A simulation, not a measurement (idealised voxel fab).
Process module in this document: voxel trench capacitor
For reference, the cross-section in this document is cut, with width 205 nm and square cells of 5 nm.
Cross-sections here: square-cell grids, written as top-down lists of bands, a band being one or more rows of cells. For a band, the entry starts with two heights in nm, that of the top and then that of the bottom, and carries on with the band's materials in order from left to right, each alongside its width in nm; the word "full width" beside a single material means it fills the band edge to edge, and "empty" means empty space. Below 0: as-received wafer, all one material; heights counted from there. Lowest band: no bottom, goes on down, written "0 and below". The expression "30 to 40" gives the width at the extremes of the band, the first number at its top row of cells and the second at its bottom row, with the width changing by equal amounts from each row to the next in between. "no alteration" for a step: no cell of the cross-section changed in that step. For the entry "Closed void listing", the listed items are empty spaces with no open way to the top whose size is 8 cells or more; each item follows the pattern width x height at distance, where distance is from the left edge and all three are in nm. On each step's line, the part that comes after the settings is the simulator's own comment on the step. Each step line may optionally specify "overlay nm", which for a step with a mask gives the rightward distance between the mask's planned place and where it lay, a negative value indicating the leftward direction.
[The process steps that were planned are listed below]
1) RECEIVE | material Si
2) CONFORMAL_DEP | material SiN | thk nm 10
3) DIRECTIONAL_DEP | material aC | thk nm 10
4) PATTERN | tone open | mask id TRENCH | material resist | width nm 15 | pitch nm 45 | thk nm 25 | overlay nm 0
5) DIRECTIONAL_ETCH | etch materials aC | depth nm 10
6) STRIP | etch materials resist
7) DIRECTIONAL_ETCH | etch materials SiN | depth nm 10
8) DIRECTIONAL_ETCH | etch materials Si | depth nm 40
9) STRIP | etch materials aC
10) CONFORMAL_DEP | material Al2O3 | thk nm 5
11) FILL_DEP | material polySi | thk nm 5
12) CMP | height nm 10
[First of two wafers, with the run carried out as planned]
[Wafer cross-section on receipt, i.e. after step 1]
  0 and below  Si full width
  Closed void listing: none
[Cross-sectional representation of the wafer at the conclusion of step 2]
  10 down to 0  SiN full width
  Heights below 0 show no change.
[Cross-sectional representation of the wafer at the conclusion of step 3]
  20 down to 10  aC full width
  Heights below 10 show no change.
[Cross-sectional representation of the wafer at the conclusion of step 4]
  45 down to 20  50 nm resist, 15 nm empty, 30 nm resist, 15 nm empty, 30 nm resist, 15 nm empty, 50 nm resist
  Heights below 20 show no change.
[Cross-sectional representation of the wafer at the conclusion of step 5]
  35 down to 20  50 nm resist, 15 nm empty, 30 nm resist, 15 nm empty, 30 nm resist, 15 nm empty, 50 nm resist
  20 down to 10  50 nm aC, 15 nm empty, 30 nm aC, 15 nm empty, 30 nm aC, 15 nm empty, 50 nm aC
  Heights below 10 show no change.
[Cross-sectional representation of the wafer at the conclusion of step 6]
  20 down to 10  50 nm aC, 15 nm empty, 30 nm aC, 15 nm empty, 30 nm aC, 15 nm empty, 50 nm aC
  Heights below 10 show no change.
[Cross-sectional representation of the wafer at the conclusion of step 7]
  20 down to 10  50 nm aC, 15 nm empty, 30 nm aC, 15 nm empty, 30 nm aC, 15 nm empty, 50 nm aC
  10 down to 0  50 nm SiN, 15 nm empty, 30 nm SiN, 15 nm empty, 30 nm SiN, 15 nm empty, 50 nm SiN
  Heights below 0 show no change.
[Cross-sectional representation of the wafer at the conclusion of step 8]
  20 down to 10  50 nm aC, 15 nm empty, 30 nm aC, 15 nm empty, 30 nm aC, 15 nm empty, 50 nm aC
  10 down to 0  50 nm SiN, 15 nm empty, 30 nm SiN, 15 nm empty, 30 nm SiN, 15 nm empty, 50 nm SiN
  0 down to -40  50 nm Si, 15 nm empty, 30 nm Si, 15 nm empty, 30 nm Si, 15 nm empty, 50 nm Si
  Heights below -40 show no change.
[Cross-sectional representation of the wafer at the conclusion of step 9]
  10 down to 0  50 nm SiN, 15 nm empty, 30 nm SiN, 15 nm empty, 30 nm SiN, 15 nm empty, 50 nm SiN
  Heights below 0 show no change.
[Cross-sectional representation of the wafer at the conclusion of step 10]
  15 down to 10  55 nm Al2O3, 5 nm empty, 40 nm Al2O3, 5 nm empty, 40 nm Al2O3, 5 nm empty, 55 nm Al2O3
  10 down to 0  50 nm SiN, 5 nm Al2O3, 5 nm empty, 5 nm Al2O3, 30 nm SiN, 5 nm Al2O3, 5 nm empty, 5 nm Al2O3, 30 nm SiN, 5 nm Al2O3, 5 nm empty, 5 nm Al2O3, 50 nm SiN
  0 down to -35  50 nm Si, 5 nm Al2O3, 5 nm empty, 5 nm Al2O3, 30 nm Si, 5 nm Al2O3, 5 nm empty, 5 nm Al2O3, 30 nm Si, 5 nm Al2O3, 5 nm empty, 5 nm Al2O3, 50 nm Si
  -35 down to -40  50 nm Si, 15 nm Al2O3, 30 nm Si, 15 nm Al2O3, 30 nm Si, 15 nm Al2O3, 50 nm Si
  Heights below -40 show no change.
[Cross-sectional representation of the wafer at the conclusion of step 11]
  20 down to 15  polySi full width
  15 down to 10  55 nm Al2O3, 5 nm polySi, 40 nm Al2O3, 5 nm polySi, 40 nm Al2O3, 5 nm polySi, 55 nm Al2O3
  10 down to 0  50 nm SiN, 5 nm Al2O3, 5 nm polySi, 5 nm Al2O3, 30 nm SiN, 5 nm Al2O3, 5 nm polySi, 5 nm Al2O3, 30 nm SiN, 5 nm Al2O3, 5 nm polySi, 5 nm Al2O3, 50 nm SiN
  0 down to -35  50 nm Si, 5 nm Al2O3, 5 nm polySi, 5 nm Al2O3, 30 nm Si, 5 nm Al2O3, 5 nm polySi, 5 nm Al2O3, 30 nm Si, 5 nm Al2O3, 5 nm polySi, 5 nm Al2O3, 50 nm Si
  Heights below -35 show no change.
[Cross-sectional representation of the wafer at the conclusion of step 12]
  10 down to 0  50 nm SiN, 5 nm Al2O3, 5 nm polySi, 5 nm Al2O3, 30 nm SiN, 5 nm Al2O3, 5 nm polySi, 5 nm Al2O3, 30 nm SiN, 5 nm Al2O3, 5 nm polySi, 5 nm Al2O3, 50 nm SiN
  Heights below 0 show no change.
[The second wafer was prepared from the same starting point and under the same plan as the first; its processing contained one mistake, and it remains indistinguishable from the first wafer up to and including step 9]
[Cross-section of the second wafer at the time by which step 10 should have been completed according to the plan]
  15 down to 10  55 nm aC, 5 nm empty, 40 nm aC, 5 nm empty, 40 nm aC, 5 nm empty, 55 nm aC
  10 down to 0  50 nm SiN, 5 nm aC, 5 nm empty, 5 nm aC, 30 nm SiN, 5 nm aC, 5 nm empty, 5 nm aC, 30 nm SiN, 5 nm aC, 5 nm empty, 5 nm aC, 50 nm SiN
  0 down to -35  50 nm Si, 5 nm aC, 5 nm empty, 5 nm aC, 30 nm Si, 5 nm aC, 5 nm empty, 5 nm aC, 30 nm Si, 5 nm aC, 5 nm empty, 5 nm aC, 50 nm Si
  -35 down to -40  50 nm Si, 15 nm aC, 30 nm Si, 15 nm aC, 30 nm Si, 15 nm aC, 50 nm Si
  Heights below -40 show no change.
[Cross-section of the second wafer at the time by which step 11 should have been completed according to the plan]
  20 down to 15  polySi full width
  15 down to 10  55 nm aC, 5 nm polySi, 40 nm aC, 5 nm polySi, 40 nm aC, 5 nm polySi, 55 nm aC
  10 down to 0  50 nm SiN, 5 nm aC, 5 nm polySi, 5 nm aC, 30 nm SiN, 5 nm aC, 5 nm polySi, 5 nm aC, 30 nm SiN, 5 nm aC, 5 nm polySi, 5 nm aC, 50 nm SiN
  0 down to -35  50 nm Si, 5 nm aC, 5 nm polySi, 5 nm aC, 30 nm Si, 5 nm aC, 5 nm polySi, 5 nm aC, 30 nm Si, 5 nm aC, 5 nm polySi, 5 nm aC, 50 nm Si
  Heights below -35 show no change.
[Cross-section of the second wafer at the time by which step 12 should have been completed according to the plan]
  10 down to 0  50 nm SiN, 5 nm aC, 5 nm polySi, 5 nm aC, 30 nm SiN, 5 nm aC, 5 nm polySi, 5 nm aC, 30 nm SiN, 5 nm aC, 5 nm polySi, 5 nm aC, 50 nm SiN
  Heights below 0 show no change.
Plan not followed: step 10 was run on a setting that differed from the plan, and what really ran there is CONFORMAL_DEP | material aC | thk nm 5
Wafer comparison, final, in cells, second relative to first, materials more or fewer: Al2O3: 63 fewer; aC: 63 more
